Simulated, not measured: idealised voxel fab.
Title: Process Module voxel capacitor over wiring
For reference, the cross-section in this document is cut, with width 210 nm and square cells of 5 nm.
Cross-section layout: square cells on a grid; listed as bands, top to bottom; a band spans one or more cell rows.
Top, bottom (nm), then materials left to right with widths (nm); lone material tagged "edge to edge" fills the whole band edge to edge; "blank" = empty space.
Counting heights begins at 0, where everything beneath is, in the wafer as received, one material. The lowest band has no bottom; it goes on downwards, as "0 -> down" shows.
So if you see something like "30..40" for the width, read it as the top row of the band sitting at the first number and the bottom row at the second, with every row in between moving by the same amount as the last.
For the purposes of this document, the phrase "remains unaltered" attached to a step denotes that no cell within the cross-section was modified by that step.
In the "Cavities, closed" entry, you get each enclosed empty space of 8 cells or more, one with no open way to the top, written width x height at distance, distance from the left edge, in nm.
Formally, on a step line, whatever follows the settings is a remark that the simulator itself makes on the step.
Each step line may optionally specify "overlay nm", which for a step with a mask gives the rightward distance between the mask's planned place and where it lay, a negative value indicating the leftward direction.
[Planned step list for the process]
| 1 | RECEIVE | material Si |
| 2 | CONFORMAL_DEP | material SiO2 | thk nm 15 |
| 3 | CONFORMAL_DEP | material SiN | thk nm 5 |
| 4 | DIRECTIONAL_DEP | material lowk | thk nm 15 |
| 5 | PATTERN | tone open | mask id METAL_1 | material resist | width nm 20 | pitch nm 75 | thk nm 20 | overlay nm 0 |
| 6 | DIRECTIONAL_ETCH | etch materials lowk | depth nm 15 |
| 7 | DIRECTIONAL_ETCH | etch materials SiN | depth nm 5 |
| 8 | STRIP | etch materials resist |
| 9 | CONFORMAL_DEP | material TiN | thk nm 5 |
| 10 | FILL_DEP | material Ru | thk nm 10 |
| 11 | CMP | height nm 35 |
| 12 | EPI | material Ru | thk nm 5 |
| 13 | FILL_DEP | material SiCN | thk nm 5 |
| 14 | DIRECTIONAL_DEP | material lowk | thk nm 10 |
| 15 | MASKED_ETCH | tone open | mask id PLUG_1 | width nm 15 | etch materials lowk | depth nm 10 | overlay nm 0 |
| 16 | MASKED_ETCH | tone open | mask id PLUG_1 | width nm 15 | etch materials SiCN | depth nm 5 | overlay nm 0 |
| 17 | EPI | material Ru | thk nm 10 |
| 18 | EPI | material Ru | thk nm 5 |
| 19 | DIRECTIONAL_DEP | material TiN | thk nm 5 |
| 20 | DIRECTIONAL_DEP | material Al2O3 | thk nm 5 |
| 21 | DIRECTIONAL_DEP | material TiN | thk nm 5 |
| 22 | DIRECTIONAL_DEP | material aC | thk nm 15 |
| 23 | PATTERN | tone cover | mask id UPPER_PLATE | material resist | width nm 60 | thk nm 35 | overlay nm 0 |
| 24 | DIRECTIONAL_ETCH | etch materials aC | depth nm 15 |
| 25 | STRIP | etch materials resist |
| 26 | DIRECTIONAL_ETCH | etch materials TiN | depth nm 5 |
| 27 | DIRECTIONAL_ETCH | etch materials Al2O3 | depth nm 5 |
| 28 | STRIP | etch materials aC |
| 29 | MASKED_ETCH | tone cover | mask id LOWER_PLATE | width nm 70 | etch materials TiN | depth nm 5 | overlay nm 0 |
| 30 | FILL_DEP | material SiO2 | thk nm 20 |
| 31 | CMP | height nm 85 |
| 32 | PATTERN | tone open | mask id PLUG_2 | material resist | width nm 15 | thk nm 20 | overlay nm 0 |
| 33 | DIRECTIONAL_ETCH | etch materials SiO2 | depth nm 5 |
| 34 | STRIP | etch materials resist |
| 35 | CONFORMAL_DEP | material TiN | thk nm 5 |
| 36 | FILL_DEP | material Cu | thk nm 10 |
| 37 | CMP | height nm 85 |
| 38 | CONFORMAL_DEP | material SiCN | thk nm 5 |
varied across the wafers: depth nm of step 33. The plan shows the first wafer's value. All wafers start alike
[Cut through the first of several wafers as received, post step 1]
  0 -> down | Si edge to edge
  Cavities, closed: none
[Cross-section of the first of several wafers, taken after step 38, where the module ends]
  90 -> 85 | SiCN edge to edge
  85 -> 80 | SiO2 (70) / TiN (15) / SiO2 (125)
  80 -> 70 | SiO2 edge to edge
  70 -> 65 | SiO2 (60) / TiN (60) / SiO2 (90)
  65 -> 60 | SiO2 (60) / Al2O3 (60) / SiO2 (90)
  60 -> 55 | SiO2 (55) / TiN (70) / SiO2 (85)
  55 -> 45 | lowk (60) / Ru (15) / lowk (135)
  45 -> 40 | SiCN (60) / Ru (15) / SiCN (135)
  40 -> 35 | SiCN (50) / Ru (30) / SiCN (45) / Ru (30) / SiCN (55)
  35 -> 20 | lowk (55) / TiN (5) / Ru (10) / TiN (5) / lowk (55) / TiN (5) / Ru (10) / TiN (5) / lowk (60)
  20 -> 15 | SiN (55) / TiN (20) / SiN (55) / TiN (20) / SiN (60)
  15 -> 0 | SiO2 edge to edge
  0 -> down | Si edge to edge
  Cavities, closed: none
[Wafer cross-section (last wafer, module end)]
  90 -> 85 | SiCN edge to edge
  85 -> 75 | SiO2 (70) / TiN (5) / Cu (5) / TiN (5) / SiO2 (125)
  75 -> 65 | SiO2 (70..60) / TiN (15..60) / SiO2 (125..90)
  65 -> 60 | SiO2 (60) / Al2O3 (60) / SiO2 (90)
  60 -> 55 | SiO2 (55) / TiN (70) / SiO2 (85)
  55 -> 45 | lowk (60) / Ru (15) / lowk (135)
  45 -> 40 | SiCN (60) / Ru (15) / SiCN (135)
  40 -> 35 | SiCN (50) / Ru (30) / SiCN (45) / Ru (30) / SiCN (55)
  35 -> 20 | lowk (55) / TiN (5) / Ru (10) / TiN (5) / lowk (55) / TiN (5) / Ru (10) / TiN (5) / lowk (60)
  20 -> 15 | SiN (55) / TiN (20) / SiN (55) / TiN (20) / SiN (60)
  15 -> 0 | SiO2 edge to edge
  0 -> down | Si edge to edge
  Cavities, closed: none
[Below: a row per wafer. Contents at end of module: for every material, cells gained since receipt (+) or lost since receipt (-); then closed voids]
depth nm 5, +12 Al2O3, +33 Ru, +111 SiCN, +34 SiN, +337 SiO2, +49 TiN, +180 lowk, Cavities, closed: none
depth nm 10, +12 Al2O3, +1 Cu, +33 Ru, +111 SiCN, +34 SiN, +334 SiO2, +51 TiN, +180 lowk, Cavities, closed: none
depth nm 15, +12 Al2O3, +2 Cu, +33 Ru, +111 SiCN, +34 SiN, +331 SiO2, +53 TiN, +180 lowk, Cavities, closed: none
depth nm 20, +12 Al2O3, +2 Cu, +33 Ru, +111 SiCN, +34 SiN, +331 SiO2, +53 TiN, +180 lowk, Cavities, closed: none
depth nm 25, +12 Al2O3, +2 Cu, +33 Ru, +111 SiCN, +34 SiN, +331 SiO2, +53 TiN, +180 lowk, Cavities, closed: none
depth nm 30, +12 Al2O3, +2 Cu, +33 Ru, +111 SiCN, +34 SiN, +331 SiO2, +53 TiN, +180 lowk, Cavities, closed: none
